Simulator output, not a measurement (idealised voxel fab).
A process module follows: voxel fin reveal.
290 nm wide, 5 nm square cells: that's cross-section cut.
Bands, listed from the top down, are how a cross-section gets written in this document; the cross-section itself is a grid of square cells, and a band is one or more rows of them.
Top, bottom (nm), then materials left to right with widths (nm); lone material tagged "full width" fills the whole band edge to edge; "air" = empty space.
Height reference: 0 = level under which incoming wafer is all one material. Lowest band: no bottom, runs on downward, e.g. "top 0, no bottom".
When a width is written as two numbers, as in "30..40", the first number is the width in the top row of cells of the band and the second is the width in its bottom row, and the width changes by the same amount from each row to the next.
"nothing changed" for a step: no cell of the cross-section changed in that step.
Reported under the label "Trapped voids" are the empty spaces having no open way to the top and comprising 8 cells or more; the notation for each is width x height at distance, in which the distance is measured from the left edge and all three values are in nm.
The remark found on a step's line after its settings is issued by the simulator itself and pertains to that step.
A step's line can hold "overlay nm"; with a mask on that step, the setting says how far right of the planned place the mask lay, while a negative setting says it lay to the left.

-- Process steps (planned)
1 RECEIVE: material Si
2 CONFORMAL_DEP: material SiN, thk nm 10
3 PATTERN: tone cover, mask id FINS, material resist, width nm 15, pitch nm 40, thk nm 15, overlay nm 0
4 DIRECTIONAL_ETCH: etch materials SiN, depth nm 10
5 DIRECTIONAL_ETCH: etch materials Si, depth nm 35
6 STRIP: etch materials resist
7 OXIDIZE: depth nm 5
8 FILL_DEP: material SiO2, thk nm 5
9 CMP: height nm 10
10 SELECTIVE_ETCH: etch materials SiO2, depth nm 25
11 STRIP: etch materials SiN
12 CONFORMAL_DEP: material HfO2, thk nm 5

-- This is the cross-section of the wafer as we received it, i.e. after step 1
- top 0, no bottom  Si full width
- Trapped voids: none

-- The module was run from the start shown above using the plan shown above, but one mistake was made doing it; the resulting wafer cross-section is below
- top 5, bottom 0  HfO2: 115, air: 15, HfO2: 25, air: 15, HfO2: 120
- top 0, bottom -10  Si: 110, HfO2: 5, air: 15, HfO2: 5, Si: 15, HfO2: 5, air: 15, HfO2: 5, Si: 115
- top -10, bottom -15  Si: 110, HfO2: 25, Si: 15, HfO2: 25, Si: 115
- top -15, bottom -40  Si: 110, SiO2: 25, Si: 15, SiO2: 25, Si: 115
- top -40, no bottom  Si full width
- Trapped voids: none
Here's what went sideways: heads up, step 3 didn't go per plan, it actually ran as PATTERN: tone open, mask id FINS, material resist, width nm 15, pitch nm 40, thk nm 15, overlay nm 0
